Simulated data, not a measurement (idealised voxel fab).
The following is a process module called voxel fin reveal.
Cross-sectional view cut (width: 160 nm; square cell size: 5 nm).
A cross-section is written here as square cells arranged in a grid, and it is given in bands from the top down, each band taking up one or more rows of cells.
Within each band entry, the heights of the top and of the bottom of the band appear first, in that order and in nm; the materials of the band then follow from left to right, each with its corresponding width in nm. The designation "full width" on a single material indicates that it fills the band from edge to edge; the designation "blank" indicates empty space.
Counting heights begins at 0, where everything beneath is, in the wafer as received, one material. The lowest band has no bottom; it goes on downwards, as "0 -> down" shows.
A width such as "30->40" changes by the same amount from each row of cells to the next, from the band's top row to its bottom row.
Step marked "remained unchanged"? Then no cell in the cross-section changed in it.
Each empty space that has no open way to the top and spans at least 8 cells appears under "Closed voids list" as width x height at distance, the distance counted from the left edge, all in nm.
The remark found on a step's line after its settings is issued by the simulator itself and pertains to that step.
overlay nm, on a step with a mask: how far to the right of its planned place the mask lay; to the left if negative
## The following list gives the planned process steps
- 1: op RECEIVE | material Si
- 2: op CONFORMAL_DEP | material SiN | thk nm 5
- 3: op MASKED_ETCH | tone cover | mask id FINS | width nm 15 | pitch nm 45 | etch materials SiN | depth nm 5 | overlay nm 0
- 4: op MASKED_ETCH | tone cover | mask id FINS | width nm 15 | pitch nm 45 | etch materials Si | depth nm 30 | overlay nm 0
- 5: op OXIDIZE | depth nm 5
- 6: op FILL_DEP | material SiO2 | thk nm 10
- 7: op CMP | height nm 5
- 8: op SELECTIVE_ETCH | etch materials SiO2 | depth nm 25
- 9: op STRIP | etch materials SiN
- 10: op CONFORMAL_DEP | material SiO2 | thk nm 5
## As-received state of the wafer in cross-section, equivalent to post-step 1
* 0 -> down  Si full width
* Closed voids list: none
## Post-module cross-section of the first of two wafers (run per plan)
* 5 -> 0  blank: 50 | SiO2: 15 | blank: 30 | SiO2: 15 | blank: 50
* 0 -> -15  blank: 50 | SiO2: 5 | Si: 5 | SiO2: 5 | blank: 30 | SiO2: 5 | Si: 5 | SiO2: 5 | blank: 50
* -15 -> -35  SiO2: 55 | Si: 5 | SiO2: 40 | Si: 5 | SiO2: 55
* -35 -> down  Si full width
* Closed voids list: none
## second wafer at the end: like start, like plan, one mistake
* 5 -> 0  blank: 50 | SiO2: 15 | blank: 30 | SiO2: 15 | blank: 50
* 0 -> -5  blank: 45 | SiO2: 10 | Si: 5 | SiO2: 5 | blank: 25 | SiO2: 10 | Si: 5 | SiO2: 5 | blank: 50
* -5 -> -15  blank: 45 | SiO2: 5 | Si: 10 | SiO2: 5 | blank: 25 | SiO2: 5 | Si: 10 | SiO2: 5 | blank: 50
* -15 -> -35  SiO2: 50 | Si: 10 | SiO2: 35 | Si: 10 | SiO2: 55
* -35 -> down  Si full width
* Closed voids list: none
What was done differently from what was planned? heads up, step 4 didn't go per plan, it actually ran as op MASKED_ETCH | tone cover | mask id FINS | width nm 15 | pitch nm 45 | etch materials Si | depth nm 30 | overlay nm -5
Looking at both finished wafers in cells, the second ends up ahead of or behind the first on some materials: +12 Si; -6 SiO2
